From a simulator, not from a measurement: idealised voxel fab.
process module | voxel spacer lines
cross-section cut | 250 nm wide | cells 5 nm
A cross-section is a grid of square cells, given in bands from the top down. A band is one or more rows of cells.
Each band's line starts with the height of the band's top and of its bottom, in nm. Then come its materials from left to right, each with its width in nm. One material with "throughout" fills the band from edge to edge. "air" is empty space.
Height 0 is the level under which the wafer as received is all one material. The lowest band goes on downwards, as in "0 down".
A width such as "30 to 40" changes by the same amount from each row of cells to the next, from the band's top row to its bottom row.
"no change" after a step means that no cell of the cross-section changed.
closed voids: empty space of 8 cells or more with no open way to the top, each as width x height at its distance from the left edge, in nm
after a step's settings: what the simulator itself notes on the step
overlay nm, on a step with a mask: how far to the right of its planned place the mask lay; to the left if negative
plan
1 op RECEIVE | material Si
2 op CONFORMAL_DEP | material Al2O3 | thk nm 5
3 op DIRECTIONAL_DEP | material SiN | thk nm 10
4 op DIRECTIONAL_DEP | material aC | thk nm 20
5 op PATTERN | tone cover | mask id MANDREL | material resist | width nm 15 | pitch nm 50 | thk nm 30 | overlay nm 0
6 op DIRECTIONAL_ETCH | etch materials aC | depth nm 20
7 op STRIP | etch materials resist
8 op CONFORMAL_DEP | material SiO2 | thk nm 10
9 op DIRECTIONAL_ETCH | etch materials SiO2 | depth nm 10
10 op STRIP | etch materials aC
11 op DIRECTIONAL_ETCH | etch materials SiN | depth nm 10
12 op STRIP | etch materials SiO2
13 op FILL_DEP | material SiO2 | thk nm 10
14 op CMP | height nm 15
first wafer, as planned
as received, after step 1
  0 down: Si throughout
  closed voids: none
after step 2
  5 to 0: Al2O3 throughout
  below 0: unchanged
after step 3
  15 to 5: SiN throughout
  below 5: unchanged
after step 4
  35 to 15: aC throughout
  below 15: unchanged
after step 5
  65 to 35: air 65 | resist 15 | air 35 | resist 15 | air 35 | resist 15 | air 70
  below 35: unchanged
after step 6
  45 to 35: air 65 | resist 15 | air 35 | resist 15 | air 35 | resist 15 | air 70
  35 to 15: air 65 | aC 15 | air 35 | aC 15 | air 35 | aC 15 | air 70
  below 15: unchanged
after step 7
  35 to 15: air 65 | aC 15 | air 35 | aC 15 | air 35 | aC 15 | air 70
  below 15: unchanged
after step 8
  45 to 35: air 55 | SiO2 35 | air 15 | SiO2 35 | air 15 | SiO2 35 | air 60
  35 to 25: air 55 | SiO2 10 | aC 15 | SiO2 10 | air 15 | SiO2 10 | aC 15 | SiO2 10 | air 15 | SiO2 10 | aC 15 | SiO2 10 | air 60
  25 to 15: SiO2 65 | aC 15 | SiO2 35 | aC 15 | SiO2 35 | aC 15 | SiO2 70
  below 15: unchanged
after step 9
  35 to 15: air 55 | SiO2 10 | aC 15 | SiO2 10 | air 15 | SiO2 10 | aC 15 | SiO2 10 | air 15 | SiO2 10 | aC 15 | SiO2 10 | air 60
  below 15: unchanged
after step 10
  35 to 15: air 55 | SiO2 10 | air 15 | SiO2 10 | air 15 | SiO2 10 | air 15 | SiO2 10 | air 15 | SiO2 10 | air 15 | SiO2 10 | air 60
  below 15: unchanged
after step 11
  35 to 15: air 55 | SiO2 10 | air 15 | SiO2 10 | air 15 | SiO2 10 | air 15 | SiO2 10 | air 15 | SiO2 10 | air 15 | SiO2 10 | air 60
  15 to 5: air 55 | SiN 10 | air 15 | SiN 10 | air 15 | SiN 10 | air 15 | SiN 10 | air 15 | SiN 10 | air 15 | SiN 10 | air 60
  below 5: unchanged
after step 12
  15 to 5: air 55 | SiN 10 | air 15 | SiN 10 | air 15 | SiN 10 | air 15 | SiN 10 | air 15 | SiN 10 | air 15 | SiN 10 | air 60
  below 5: unchanged
after step 13
  25 to 15: SiO2 throughout
  15 to 5: SiO2 55 | SiN 10 | SiO2 15 | SiN 10 | SiO2 15 | SiN 10 | SiO2 15 | SiN 10 | SiO2 15 | SiN 10 | SiO2 15 | SiN 10 | SiO2 60
  below 5: unchanged
after step 14
  15 to 5: SiO2 55 | SiN 10 | SiO2 15 | SiN 10 | SiO2 15 | SiN 10 | SiO2 15 | SiN 10 | SiO2 15 | SiN 10 | SiO2 15 | SiN 10 | SiO2 60
  below 5: unchanged
second wafer: like start, like plan, one mistake. Through step 1 it matches the first wafer
when step 2 should have ended: no change
when step 3 should have ended
  10 to 0: SiN throughout
  below 0: unchanged
when step 4 should have ended
  30 to 10: aC throughout
  below 10: unchanged
when step 5 should have ended
  60 to 30: air 65 | resist 15 | air 35 | resist 15 | air 35 | resist 15 | air 70
  below 30: unchanged
when step 6 should have ended
  40 to 30: air 65 | resist 15 | air 35 | resist 15 | air 35 | resist 15 | air 70
  30 to 10: air 65 | aC 15 | air 35 | aC 15 | air 35 | aC 15 | air 70
  below 10: unchanged
when step 7 should have ended
  30 to 10: air 65 | aC 15 | air 35 | aC 15 | air 35 | aC 15 | air 70
  below 10: unchanged
when step 8 should have ended
  40 to 30: air 55 | SiO2 35 | air 15 | SiO2 35 | air 15 | SiO2 35 | air 60
  30 to 20: air 55 | SiO2 10 | aC 15 | SiO2 10 | air 15 | SiO2 10 | aC 15 | SiO2 10 | air 15 | SiO2 10 | aC 15 | SiO2 10 | air 60
  20 to 10: SiO2 65 | aC 15 | SiO2 35 | aC 15 | SiO2 35 | aC 15 | SiO2 70
  below 10: unchanged
when step 9 should have ended
  30 to 10: air 55 | SiO2 10 | aC 15 | SiO2 10 | air 15 | SiO2 10 | aC 15 | SiO2 10 | air 15 | SiO2 10 | aC 15 | SiO2 10 | air 60
  below 10: unchanged
when step 10 should have ended
  30 to 10: air 55 | SiO2 10 | air 15 | SiO2 10 | air 15 | SiO2 10 | air 15 | SiO2 10 | air 15 | SiO2 10 | air 15 | SiO2 10 | air 60
  below 10: unchanged
when step 11 should have ended
  30 to 10: air 55 | SiO2 10 | air 15 | SiO2 10 | air 15 | SiO2 10 | air 15 | SiO2 10 | air 15 | SiO2 10 | air 15 | SiO2 10 | air 60
  10 to 0: air 55 | SiN 10 | air 15 | SiN 10 | air 15 | SiN 10 | air 15 | SiN 10 | air 15 | SiN 10 | air 15 | SiN 10 | air 60
  below 0: unchanged
when step 12 should have ended
  10 to 0: air 55 | SiN 10 | air 15 | SiN 10 | air 15 | SiN 10 | air 15 | SiN 10 | air 15 | SiN 10 | air 15 | SiN 10 | air 60
  below 0: unchanged
when step 13 should have ended
  20 to 10: SiO2 throughout
  10 to 0: SiO2 55 | SiN 10 | SiO2 15 | SiN 10 | SiO2 15 | SiN 10 | SiO2 15 | SiN 10 | SiO2 15 | SiN 10 | SiO2 15 | SiN 10 | SiO2 60
  below 0: unchanged
when step 14 should have ended
  15 to 10: SiO2 throughout
  below 10: unchanged
what went wrong: step 2 was left out
at the end the second wafer has, in cells: 50 fewer of Al2O3 | 50 more of SiO2
